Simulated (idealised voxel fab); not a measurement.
process module | voxel ribs on slabs
cross-section cut | 250 nm wide | cells 5 nm
A cross-section is a grid of square cells, given in bands from the top down. A band is one or more rows of cells.
Each band's line starts with the height of the band's top and of its bottom, in nm. Then come its materials from left to right, each with its width in nm. One material with "throughout" fills the band from edge to edge. "air" is empty space.
Height 0 is the level under which the wafer as received is all one material. The lowest band goes on downwards, as in "0 down".
A width such as "30 to 40" changes by the same amount from each row of cells to the next, from the band's top row to its bottom row.
"no change" after a step means that no cell of the cross-section changed.
closed voids: empty space of 8 cells or more with no open way to the top, each as width x height at its distance from the left edge, in nm
after a step's settings: what the simulator itself notes on the step
overlay nm, on a step with a mask: how far to the right of its planned place the mask lay; to the left if negative
plan
1 op RECEIVE | material Si
2 op DIRECTIONAL_DEP | material SiO2 | thk nm 25
3 op DIRECTIONAL_DEP | material polySi | thk nm 10
4 op PATTERN | tone cover | mask id RIB | material resist | width nm 30 | thk nm 20 | overlay nm 0
5 op DIRECTIONAL_ETCH | etch materials polySi | depth nm 10
6 op STRIP | etch materials resist
7 op MASKED_ETCH | tone cover | mask id SLAB | width nm 90 | etch materials polySi | depth nm 5 | overlay nm 0
8 op FILL_DEP | material SiO2 | thk nm 25
9 op CMP | height nm 60
10 op DIRECTIONAL_DEP | material TiN | thk nm 5
11 op MASKED_ETCH | tone cover | mask id HEATER | width nm 40 | etch materials TiN | depth nm 5 | overlay nm 0
12 op CONFORMAL_DEP | material SiO2 | thk nm 10
varied across the wafers: thk nm of step 3. The plan shows the first wafer's value. All wafers start alike
first wafer as received, after step 1
  0 down: Si throughout
  closed voids: none
first wafer at the end, after step 12
  75 to 70: air 95 | SiO2 60 | air 95
  70 to 65: SiO2 throughout
  65 to 60: SiO2 105 | TiN 40 | SiO2 105
  60 to 35: SiO2 throughout
  35 to 25: SiO2 110 | polySi 30 | SiO2 110
  25 to 0: SiO2 throughout
  0 down: Si throughout
  closed voids: none
last wafer at the end
  75 to 70: air 95 | SiO2 60 | air 95
  70 to 65: SiO2 throughout
  65 to 60: SiO2 105 | TiN 40 | SiO2 105
  60 to 55: SiO2 throughout
  55 to 45: SiO2 110 | polySi 30 | SiO2 110
  45 to 40: SiO2 80 | polySi 90 | SiO2 80
  40 to 25: polySi throughout
  25 to 0: SiO2 throughout
  0 down: Si throughout
  closed voids: none
each wafer at the end: cells of each material gained (+) or lost (-) since it was received, then its closed voids
thk nm 10 | +692 SiO2 | +8 TiN | +12 polySi | closed voids: none
thk nm 15 | +674 SiO2 | +8 TiN | +30 polySi | closed voids: none
thk nm 20 | +624 SiO2 | +8 TiN | +80 polySi | closed voids: none
thk nm 25 | +574 SiO2 | +8 TiN | +130 polySi | closed voids: none
thk nm 30 | +524 SiO2 | +8 TiN | +180 polySi | closed voids: none
